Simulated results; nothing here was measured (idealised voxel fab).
Process module under the name voxel wiring stack
The cross-section on display is named cut; it measures 270 nm wide, and its cells are 5 nm squares.
Just so we're on the same page, the cross-sections are grids of square cells, and they're listed out in bands top to bottom, each band one or more rows deep.
Heights first: top, then bottom, in nm. Then materials, left to right, each with a width in nm. "all across" on a single material: fills the band edge to edge. "air": empty space.
Below 0: as-received wafer, all one material; heights counted from there. Lowest band: no bottom, goes on down, written "z 0 and below".
The expression "30->40" gives the width at the extremes of the band, the first number at its top row of cells and the second at its bottom row, with the width changing by equal amounts from each row to the next in between.
No cell of the cross-section changed in a step that is given as "remained the same".
Closed empty spaces (no open way to the top) of 8 cells or more are what "Closed void roster" lists, each as width x height at distance from the left edge, nm for all three.
The remark found on a step's line after its settings is issued by the simulator itself and pertains to that step.
overlay nm: for a step with a mask, the amount by which the mask lay right of where it was planned; a negative amount means left of it.

[The steps planned for the process are as follows]
1) RECEIVE with material Si
2) CONFORMAL_DEP with material SiO2, thk nm 10
3) CONFORMAL_DEP with material SiCN, thk nm 5
4) DIRECTIONAL_DEP with material SiO2, thk nm 20
5) MASKED_ETCH with tone open, mask id METAL_1, width nm 20, pitch nm 45, etch materials SiO2, depth nm 20, overlay nm 0
6) MASKED_ETCH with tone open, mask id METAL_1, width nm 20, pitch nm 45, etch materials SiCN, depth nm 5, overlay nm 0
7) CONFORMAL_DEP with material TiN, thk nm 5
8) FILL_DEP with material Cu, thk nm 10
9) CMP with height nm 35
10) CONFORMAL_DEP with material SiCN, thk nm 5
11) DIRECTIONAL_DEP with material SiO2, thk nm 30
12) PATTERN with tone open, mask id METAL_2_HOLES, material resist, width nm 15, pitch nm 90, thk nm 15, overlay nm 0
13) DIRECTIONAL_ETCH with etch materials SiO2, depth nm 30
14) STRIP with etch materials resist
15) DIRECTIONAL_DEP with material aC, thk nm 10
16) PATTERN with tone open, mask id METAL_2, material resist, width nm 20, pitch nm 45, thk nm 25, overlay nm 0
17) DIRECTIONAL_ETCH with etch materials aC, depth nm 10
18) STRIP with etch materials resist
19) DIRECTIONAL_ETCH with etch materials SiO2, depth nm 20
20) DIRECTIONAL_ETCH with etch materials SiCN, depth nm 5
21) STRIP with etch materials aC
22) CONFORMAL_DEP with material TiN, thk nm 5
23) FILL_DEP with material Cu, thk nm 5
24) CMP with height nm 70
25) CONFORMAL_DEP with material SiCN, thk nm 5
26) DIRECTIONAL_DEP with material SiO2, thk nm 35
27) PATTERN with tone open, mask id METAL_3_HOLES, material resist, width nm 15, pitch nm 45, thk nm 15, overlay nm 0
28) DIRECTIONAL_ETCH with etch materials SiO2, depth nm 35
29) STRIP with etch materials resist
30) PATTERN with tone open, mask id METAL_3, material resist, width nm 20, pitch nm 45, thk nm 15, overlay nm 0
31) DIRECTIONAL_ETCH with etch materials SiO2, depth nm 20
32) DIRECTIONAL_ETCH with etch materials SiCN, depth nm 5
33) STRIP with etch materials resist
34) CONFORMAL_DEP with material TiN, thk nm 5
35) FILL_DEP with material Cu, thk nm 5
36) CMP with height nm 110
37) CONFORMAL_DEP with material SiCN, thk nm 5
38) DIRECTIONAL_DEP with material SiO2, thk nm 20
39) DIRECTIONAL_DEP with material aC, thk nm 15
40) PATTERN with tone open, mask id PLUG_3, material resist, width nm 15, pitch nm 90, thk nm 35, overlay nm 0
41) DIRECTIONAL_ETCH with etch materials aC, depth nm 15
42) STRIP with etch materials resist
43) DIRECTIONAL_ETCH with etch materials SiO2, depth nm 20
44) DIRECTIONAL_ETCH with etch materials SiCN, depth nm 5
45) STRIP with etch materials aC
46) CONFORMAL_DEP with material TiN, thk nm 5
47) FILL_DEP with material Cu, thk nm 5
48) CMP with height nm 135
49) DIRECTIONAL_DEP with material TiN, thk nm 5
50) DIRECTIONAL_DEP with material Ru, thk nm 25
51) PATTERN with tone cover, mask id METAL_4, material resist, width nm 20, pitch nm 45, thk nm 20, overlay nm 0
52) DIRECTIONAL_ETCH with etch materials Ru, depth nm 25
53) DIRECTIONAL_ETCH with etch materials TiN, depth nm 5
54) STRIP with etch materials resist
55) FILL_DEP with material SiO2, thk nm 5
56) CMP with height nm 165
57) CONFORMAL_DEP with material SiCN, thk nm 5

[So this is the incoming wafer in cross-section - it's already been through step 1]
- z 0 and below = Si all across
- Closed void roster: none

[Wafer cross-section at end of module: start and plan as shown above, one execution error]
- z 170 to 165 = SiCN all across
- z 165 to 140 = 55 SiO2, then 20 Ru, then 25 SiO2, then 20 Ru, then 25 SiO2, then 20 Ru, then 25 SiO2, then 20 Ru, then 60 SiO2
- z 140 to 135 = 55 SiO2, then 20 TiN, then 25 SiO2, then 20 TiN, then 25 SiO2, then 20 TiN, then 25 SiO2, then 20 TiN, then 60 SiO2
- z 135 to 115 = 55 SiO2, then 5 SiCN, then 5 Cu, then 5 SiCN, then 75 SiO2, then 5 SiCN, then 5 Cu, then 5 SiCN, then 110 SiO2
- z 115 to 110 = SiCN all across
- z 110 to 95 = 55 SiO2, then 5 TiN, then 10 Cu, then 5 TiN, then 25 SiO2, then 5 TiN, then 10 Cu, then 5 TiN, then 25 SiO2, then 5 TiN, then 10 Cu, then 5 TiN, then 25 SiO2, then 5 TiN, then 10 Cu, then 5 TiN, then 60 SiO2
- z 95 to 90 = 55 SiO2, then 5 TiN, then 5 Cu, then 10 TiN, then 25 SiO2, then 5 TiN, then 5 Cu, then 10 TiN, then 25 SiO2, then 5 TiN, then 5 Cu, then 10 TiN, then 25 SiO2, then 5 TiN, then 5 Cu, then 10 TiN, then 60 SiO2
- z 90 to 75 = 55 SiO2, then 5 TiN, then 5 Cu, then 5 TiN, then 30 SiO2, then 5 TiN, then 5 Cu, then 5 TiN, then 30 SiO2, then 5 TiN, then 5 Cu, then 5 TiN, then 30 SiO2, then 5 TiN, then 5 Cu, then 5 TiN, then 65 SiO2
- z 75 to 70 = 55 SiCN, then 15 TiN, then 30 SiCN, then 15 TiN, then 30 SiCN, then 15 TiN, then 30 SiCN, then 15 TiN, then 65 SiCN
- z 70 to 55 = 55 SiO2, then 5 TiN, then 10 Cu, then 5 TiN, then 25 SiO2, then 5 TiN, then 10 Cu, then 5 TiN, then 25 SiO2, then 5 TiN, then 10 Cu, then 5 TiN, then 25 SiO2, then 5 TiN, then 10 Cu, then 5 TiN, then 60 SiO2
- z 55 to 50 = 55 SiO2, then 5 TiN, then 5 Cu, then 10 TiN, then 25 SiO2, then 20 TiN, then 25 SiO2, then 5 TiN, then 5 Cu, then 10 TiN, then 25 SiO2, then 20 TiN, then 60 SiO2
- z 50 to 40 = 55 SiO2, then 5 TiN, then 5 Cu, then 5 TiN, then 75 SiO2, then 5 TiN, then 5 Cu, then 5 TiN, then 110 SiO2
- z 40 to 35 = 55 SiCN, then 15 TiN, then 75 SiCN, then 15 TiN, then 110 SiCN
- z 35 to 15 = 55 SiO2, then 5 TiN, then 10 Cu, then 5 TiN, then 25 SiO2, then 5 TiN, then 10 Cu, then 5 TiN, then 25 SiO2, then 5 TiN, then 10 Cu, then 5 TiN, then 25 SiO2, then 5 TiN, then 10 Cu, then 5 TiN, then 60 SiO2
- z 15 to 10 = 55 SiCN, then 20 TiN, then 25 SiCN, then 20 TiN, then 25 SiCN, then 20 TiN, then 25 SiCN, then 20 TiN, then 60 SiCN
- z 10 to 0 = SiO2 all across
- z 0 and below = Si all across
- Closed void roster: none
What was the processing mistake? step 46 ran differently from the plan; actual operation with settings: CONFORMAL_DEP with material SiCN, thk nm 5
